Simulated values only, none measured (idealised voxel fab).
process module | voxel self aligned vias
cross-section cut | 175 nm wide | cells 5 nm
A cross-section is a grid of square cells, given in bands from the top down. A band is one or more rows of cells.
Each band's line starts with the height of the band's top and of its bottom, in nm. Then come its materials from left to right, each with its width in nm. One material with "throughout" fills the band from edge to edge. "air" is empty space.
Height 0 is the level under which the wafer as received is all one material. The lowest band goes on downwards, as in "0 down".
A width such as "30 to 40" changes by the same amount from each row of cells to the next, from the band's top row to its bottom row.
"no change" after a step means that no cell of the cross-section changed.
closed voids: empty space of 8 cells or more with no open way to the top, each as width x height at its distance from the left edge, in nm
after a step's settings: what the simulator itself notes on the step
overlay nm, on a step with a mask: how far to the right of its planned place the mask lay; to the left if negative
plan
1 op RECEIVE | material Si
2 op CONFORMAL_DEP | material SiO2 | thk nm 10
3 op CONFORMAL_DEP | material SiCN | thk nm 5
4 op DIRECTIONAL_DEP | material SiO2 | thk nm 20
5 op DIRECTIONAL_DEP | material aC | thk nm 10
6 op PATTERN | tone open | mask id LINES | material resist | width nm 20 | pitch nm 50 | thk nm 25 | overlay nm 0
7 op DIRECTIONAL_ETCH | etch materials aC | depth nm 10
8 op STRIP | etch materials resist
9 op DIRECTIONAL_ETCH | etch materials SiO2 | depth nm 20
10 op STRIP | etch materials aC
11 op CONFORMAL_DEP | material TiN | thk nm 5
12 op FILL_DEP | material W | thk nm 5
13 op CMP | height nm 35
14 op SELECTIVE_ETCH | etch materials W Ru TiN | depth nm 5
15 op FILL_DEP | material SiN | thk nm 10
16 op CMP | height nm 35
17 op DIRECTIONAL_DEP | material SiO2 | thk nm 15
18 op MASKED_ETCH | tone open | mask id VIAS | width nm 30 | pitch nm 100 | etch materials SiO2 | depth nm 15 | overlay nm 0
19 op MASKED_ETCH | tone open | mask id VIAS | width nm 30 | pitch nm 100 | etch materials SiN | depth nm 5 | overlay nm 0
20 op CONFORMAL_DEP | material TiN | thk nm 5
21 op FILL_DEP | material Ru | thk nm 5
22 op CMP | height nm 50
23 op CONFORMAL_DEP | material SiCN | thk nm 5
as received, after step 1
  0 down: Si throughout
  closed voids: none
first wafer at the end, as planned
  55 to 50: SiCN throughout
  50 to 40: SiO2 20 | TiN 5 | Ru 20 | TiN 5 | SiO2 70 | TiN 5 | Ru 20 | TiN 5 | SiO2 25
  40 to 35: SiO2 20 | TiN 10 | Ru 10 | TiN 10 | SiO2 70 | TiN 10 | Ru 10 | TiN 10 | SiO2 25
  35 to 30: SiO2 25 | TiN 20 | SiO2 30 | SiN 20 | SiO2 30 | TiN 20 | SiO2 30
  30 to 20: SiO2 25 | TiN 5 | W 10 | TiN 5 | SiO2 30 | TiN 5 | W 10 | TiN 5 | SiO2 30 | TiN 5 | W 10 | TiN 5 | SiO2 30
  20 to 15: SiO2 25 | TiN 20 | SiO2 30 | TiN 20 | SiO2 30 | TiN 20 | SiO2 30
  15 to 10: SiCN throughout
  10 to 0: SiO2 throughout
  0 down: Si throughout
  closed voids: none
second wafer at the end: like start, like plan, one mistake
  55 to 50: SiCN throughout
  50 to 35: SiO2 20 | TiN 5 | Ru 20 | TiN 5 | SiO2 70 | TiN 5 | Ru 20 | TiN 5 | SiO2 25
  35 to 30: SiO2 20 | TiN 30 | SiO2 20 | SiN 30 | SiO2 20 | TiN 30 | SiO2 25
  30 to 20: SiO2 20 | TiN 5 | W 20 | TiN 5 | SiO2 20 | TiN 5 | W 20 | TiN 5 | SiO2 20 | TiN 5 | W 20 | TiN 5 | SiO2 25
  20 to 15: SiO2 20 | TiN 30 | SiO2 20 | TiN 30 | SiO2 20 | TiN 30 | SiO2 25
  15 to 10: SiCN throughout
  10 to 0: SiO2 throughout
  0 down: Si throughout
  closed voids: none
what went wrong: step 6 ran as: op PATTERN | tone open | mask id LINES | material resist | width nm 30 | pitch nm 50 | thk nm 25 | overlay nm 0
at the end the second wafer has, in cells: 4 more of Ru | 2 more of SiN | 24 fewer of SiO2 | 6 more of TiN | 12 more of W
